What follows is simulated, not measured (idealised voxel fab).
process module | voxel released beams
The figure presents cross-section cut, which has a width of 220 nm and is divided into square cells with an edge length of 5 nm.
We lay out every cross-section as a grid of square cells and spell it out in bands from the top down, where one band means one or more rows of cells. Heights first: top, then bottom, in nm. Then materials, left to right, each with a width in nm. "everywhere" on a single material: fills the band edge to edge. "empty": empty space. The reference from which all heights are counted is 0, the level beneath which the as-received wafer is entirely one material; the lowest band, having no lower bound, proceeds downward and is written after the example "0 nm and below". The notation "30 to 40" denotes a width that varies across the rows of cells in the band, beginning at the first number in the top row, finishing at the second number in the bottom row, and changing by an identical amount from each row to the next. "no modifications", as given for a step, is the statement that not any cell of the cross-section underwent a change during that step. In the "Unvented voids" entry, you get each enclosed empty space of 8 cells or more, one with no open way to the top, written width x height at distance, distance from the left edge, in nm. Note: text after step settings on the step line = simulator remark on that step. Among the settings permitted on a step's line is "overlay nm"; applied to a step with a mask, it specifies the extent to which the mask lay to the right of its planned position, whereas a negative figure signifies a position to the left.
These are the steps we planned for the process
- 1: RECEIVE | material Si
- 2: CONFORMAL_DEP | material SiN | thk nm 5
- 3: DIRECTIONAL_DEP | material SiO2 | thk nm 10
- 4: MASKED_ETCH | tone open | mask id ANCHOR | width nm 25 | etch materials SiO2 | depth nm 10 | overlay nm 0
- 5: CONFORMAL_DEP | material polySi | thk nm 10
- 6: MASKED_ETCH | tone cover | mask id BEAM | width nm 95 | etch materials polySi | depth nm 10 | overlay nm 0
- 7: STRIP | etch materials SiO2
This is the cross-section of the wafer as we received it, i.e. after step 1
- 0 nm and below: Si everywhere
- Unvented voids: none
First of two wafers: cross-section at end of module, run per plan
- 25 nm to 15 nm: empty (60) | polySi (15) | empty (5) | polySi (75) | empty (65)
- 15 nm to 5 nm: empty (65) | polySi (25) | empty (130)
- 5 nm to 0 nm: SiN everywhere
- 0 nm and below: Si everywhere
- Unvented voids: none
Cross-section at end of module for the second wafer of two, which matched the first in starting point and plan and differed by one mistake in its processing
- 25 nm to 15 nm: empty (60) | polySi (40) | empty (120)
- 15 nm to 5 nm: empty (55) | polySi (10) | SiO2 (25) | polySi (65) | empty (65)
- 5 nm to 0 nm: SiN everywhere
- 0 nm and below: Si everywhere
- Unvented voids: none
Against the plan, the run slipped here: step 4 ran differently from the plan; actual operation with settings: MASKED_ETCH | tone cover | mask id ANCHOR | width nm 25 | etch materials SiO2 | depth nm 10 | overlay nm 0
Cell-count delta at end, second wafer over first, by material: SiO2 +10
